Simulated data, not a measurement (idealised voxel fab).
voxel trench capacitor: a process module
The width of the displayed cross-section, cut, is 245 nm; its cells are square, with a size of 5 nm.
This document writes a cross-section as a grid whose cells are square, and gives it as bands, listed from the top down; one or more rows of cells form a band. For a band, the entry starts with two heights in nm, that of the top and then that of the bottom, and carries on with the band's materials in order from left to right, each alongside its width in nm; the word "throughout" beside a single material means it fills the band edge to edge, and "empty" means empty space. It should be noted that heights are counted from 0, beneath which the wafer as supplied is of one material throughout, and that the lowest band possesses no lower boundary but continues downward, as written in "top 0, no bottom". The expression "30->40" gives the width at the extremes of the band, the first number at its top row of cells and the second at its bottom row, with the width changing by equal amounts from each row to the next in between. Take "all unchanged" at face value: in the step it is given for, the cross-section changed in none of its cells. "Closed cavity list" means: voids of 8 cells or more that are shut off from the top with no open way through. Written width x height at distance, distance from the left edge, in nm. On each step's line, the part that comes after the settings is the simulator's own comment on the step. overlay nm: mask offset rightward from planned place, masked step; negative means leftward offset.
**The following list gives the planned process steps**
1,RECEIVE, material Si
2,CONFORMAL_DEP, material SiN, thk nm 10
3,DIRECTIONAL_DEP, material aC, thk nm 10
4,PATTERN, tone open, mask id TRENCH, material resist, width nm 15, pitch nm 40, thk nm 30, overlay nm 0
5,DIRECTIONAL_ETCH, etch materials aC, depth nm 10
6,STRIP, etch materials resist
7,DIRECTIONAL_ETCH, etch materials SiN, depth nm 10
8,DIRECTIONAL_ETCH, etch materials Si, depth nm 35
9,STRIP, etch materials aC
10,CONFORMAL_DEP, material Al2O3, thk nm 5
11,FILL_DEP, material polySi, thk nm 10
12,CMP, height nm 10
**Cross-section of the wafer at receipt, which is the condition after step 1**
	top 0, no bottom | Si throughout
	Closed cavity list: none
**Sectioned view, first of two wafers, at the close of the module, processed as intended in the plan**
	top 10, bottom 0 | 75 of SiN; 5 of Al2O3; 5 of polySi; 5 of Al2O3; 25 of SiN; 5 of Al2O3; 5 of polySi; 5 of Al2O3; 25 of SiN; 5 of Al2O3; 5 of polySi; 5 of Al2O3; 75 of SiN
	top 0, bottom -30 | 75 of Si; 5 of Al2O3; 5 of polySi; 5 of Al2O3; 25 of Si; 5 of Al2O3; 5 of polySi; 5 of Al2O3; 25 of Si; 5 of Al2O3; 5 of polySi; 5 of Al2O3; 75 of Si
	top -30, bottom -35 | 75 of Si; 15 of Al2O3; 25 of Si; 15 of Al2O3; 25 of Si; 15 of Al2O3; 75 of Si
	top -35, no bottom | Si throughout
	Closed cavity list: none
**Cross-sectional view: second of two wafers, end of module; start and plan identical to the first, one mistake in running**
	top 10, bottom 0 | 70 of polySi; 5 of Al2O3; 15 of SiN; 5 of Al2O3; 15 of polySi; 5 of Al2O3; 15 of SiN; 5 of Al2O3; 15 of polySi; 5 of Al2O3; 15 of SiN; 5 of Al2O3; 70 of polySi
	top 0, bottom -30 | 70 of polySi; 5 of Al2O3; 15 of Si; 5 of Al2O3; 15 of polySi; 5 of Al2O3; 15 of Si; 5 of Al2O3; 15 of polySi; 5 of Al2O3; 15 of Si; 5 of Al2O3; 70 of polySi
	top -30, bottom -35 | 75 of Al2O3; 15 of Si; 25 of Al2O3; 15 of Si; 25 of Al2O3; 15 of Si; 75 of Al2O3
	top -35, no bottom | Si throughout
	Closed cavity list: none
Here's what went sideways: step 4 deviated from plan and actually ran as PATTERN, tone cover, mask id TRENCH, material resist, width nm 15, pitch nm 40, thk nm 30, overlay nm 0
End of process, cell counts, second wafer against first, materials with more or fewer: Al2O3 +31, Si -217, SiN -62, polySi +248
